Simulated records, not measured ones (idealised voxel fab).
Process module name: voxel transistor to metal
Cross-sectional view cut (width: 205 nm; square cell size: 5 nm).
Think of the cross-section as a grid of square cells. We describe it in bands, top to bottom, and each band covers one or more rows of those cells. Read a band's entry like this: the first values are the height of its top and the height of its bottom in nm, and what follows is the sequence of materials from left to right, each with its width in nm. Note that "empty" is empty space, and that a single material marked "edge to edge" reaches across the band from edge to edge. Height datum 0, below which the as-received substrate wafer is one material. Lowest band open at the bottom, running downward: "0 down". A two-number width, for instance "30 to 40", indicates that the width is equal to the first number in the top row of the band and to the second number in the bottom row, and that it changes by a constant amount per row of cells. For the purposes of this document, the phrase "nothing altered" attached to a step denotes that no cell within the cross-section was modified by that step. Look at "Sealed void inventory" for the closed voids: empty spaces with no open path to the top, sized 8 cells or up. Each is width x height at distance, distance from the left edge, all nm. Where a step's line continues beyond its settings, the continuation is a remark by the simulator itself on that step. "overlay nm" on a masked step: distance the mask lay right of its planned place, negative for left.
# Process steps (planned)
1,RECEIVE (material Si)
2,CONFORMAL_DEP (material SiO2; thk nm 5)
3,CONFORMAL_DEP (material SiN; thk nm 15)
4,MASKED_ETCH (tone cover; mask id ACTIVE; width nm 95; etch materials SiN; depth nm 15; overlay nm 0)
5,MASKED_ETCH (tone cover; mask id ACTIVE; width nm 95; etch materials SiO2; depth nm 5; overlay nm 0)
6,MASKED_ETCH (tone cover; mask id ACTIVE; width nm 95; etch materials Si; depth nm 25; overlay nm 0)
7,FILL_DEP (material SiO2; thk nm 15)
8,CMP (height nm 20)
9,SELECTIVE_ETCH (etch materials SiO2; depth nm 10)
10,STRIP (etch materials SiN)
11,SELECTIVE_ETCH (etch materials SiO2; depth nm 5)
12,OXIDIZE (depth nm 5)
13,DIRECTIONAL_DEP (material polySi; thk nm 25)
14,DIRECTIONAL_DEP (material SiCN; thk nm 15)
15,PATTERN (tone cover; mask id GATE; material resist; width nm 25; thk nm 15; overlay nm 0)
16,DIRECTIONAL_ETCH (etch materials SiCN; depth nm 25)
17,DIRECTIONAL_ETCH (etch materials polySi; depth nm 35)
18,STRIP (etch materials resist)
19,CONFORMAL_DEP (material SiN; thk nm 10)
20,DIRECTIONAL_ETCH (etch materials SiN; depth nm 10)
21,DIRECTIONAL_ETCH (etch materials SiO2; depth nm 5)
22,EPI (material SiGe; thk nm 5)
23,FILL_DEP (material SiO2; thk nm 10)
24,CMP (height nm 40)
25,DIRECTIONAL_DEP (material SiO2; thk nm 10)
26,PATTERN (tone open; mask id CONTACT; material resist; width nm 25; pitch nm 60; thk nm 15; overlay nm 0)
27,DIRECTIONAL_ETCH (etch materials SiO2; depth nm 50)
28,STRIP (etch materials resist)
29,CONFORMAL_DEP (material TiN; thk nm 5)
30,FILL_DEP (material Ru; thk nm 10)
31,CMP (height nm 50)
32,CONFORMAL_DEP (material SiN; thk nm 5)
33,DIRECTIONAL_DEP (material SiO2; thk nm 15)
34,MASKED_ETCH (tone open; mask id METAL_1; width nm 15; pitch nm 70; etch materials SiO2; depth nm 15; overlay nm 0)
35,MASKED_ETCH (tone open; mask id METAL_1; width nm 15; pitch nm 70; etch materials SiN; depth nm 5; overlay nm 0)
36,CONFORMAL_DEP (material TiN; thk nm 5)
37,FILL_DEP (material W; thk nm 5)
38,CMP (height nm 70)
39,CONFORMAL_DEP (material SiCN; thk nm 5)
# As-received state of the wafer in cross-section, equivalent to post-step 1
0 down = Si edge to edge
Sealed void inventory: none
# End-of-module cross-section of the first of two wafers, processed as planned
75 to 70 = SiCN edge to edge
70 to 55 = SiO2: 60, TiN: 5, W: 5, TiN: 5, SiO2: 55, TiN: 5, W: 5, TiN: 5, SiO2: 60
55 to 50 = SiN: 60, TiN: 15, SiN: 55, TiN: 15, SiN: 60
50 to 40 = SiO2: 60, TiN: 5, Ru: 15 to 10, TiN: 5 to 10, SiO2: 35, TiN: 5 to 10, Ru: 15 to 10, TiN: 5, SiO2: 60
40 to 25 = SiO2: 60, TiN: 5, Ru: 10, TiN: 5, SiN: 10, SiCN: 25, SiN: 10, TiN: 5, Ru: 10, TiN: 5, SiO2: 60
25 to 5 = SiO2: 60, TiN: 5, Ru: 10, TiN: 5, SiN: 10, polySi: 25, SiN: 10, TiN: 5, Ru: 10, TiN: 5, SiO2: 60
5 to 0 = SiO2: 50, SiN: 10, TiN: 20, SiN: 10, polySi: 25, SiN: 10, TiN: 20, SiN: 10, SiO2: 50
0 to -5 = SiO2: 60, SiGe: 20, SiO2: 45, SiGe: 20, SiO2: 60
-5 to -25 = SiO2: 55, Si: 95, SiO2: 55
-25 down = Si edge to edge
Sealed void inventory: none
# This cross-section belongs to the second wafer of two at the end of the module; the start and the plan were shared with the first, and the run included one mistake
85 to 70 = SiCN edge to edge
70 to 55 = SiO2: 60, TiN: 5, W: 5, TiN: 5, SiO2: 55, TiN: 5, W: 5, TiN: 5, SiO2: 60
55 to 50 = SiN: 60, TiN: 15, SiN: 55, TiN: 15, SiN: 60
50 to 40 = SiO2: 60, TiN: 5, Ru: 15 to 10, TiN: 5 to 10, SiO2: 35, TiN: 5 to 10, Ru: 15 to 10, TiN: 5, SiO2: 60
40 to 25 = SiO2: 60, TiN: 5, Ru: 10, TiN: 5, SiN: 10, SiCN: 25, SiN: 10, TiN: 5, Ru: 10, TiN: 5, SiO2: 60
25 to 5 = SiO2: 60, TiN: 5, Ru: 10, TiN: 5, SiN: 10, polySi: 25, SiN: 10, TiN: 5, Ru: 10, TiN: 5, SiO2: 60
5 to 0 = SiO2: 50, SiN: 10, TiN: 20, SiN: 10, polySi: 25, SiN: 10, TiN: 20, SiN: 10, SiO2: 50
0 to -5 = SiO2: 60, SiGe: 20, SiO2: 45, SiGe: 20, SiO2: 60
-5 to -25 = SiO2: 55, Si: 95, SiO2: 55
-25 down = Si edge to edge
Sealed void inventory: none
Short version of what went wrong: step 39 changed vs plan, executed as CONFORMAL_DEP (material SiCN; thk nm 15)
Final wafer comparison in cells, second versus first, more or fewer per material: +82 SiCN
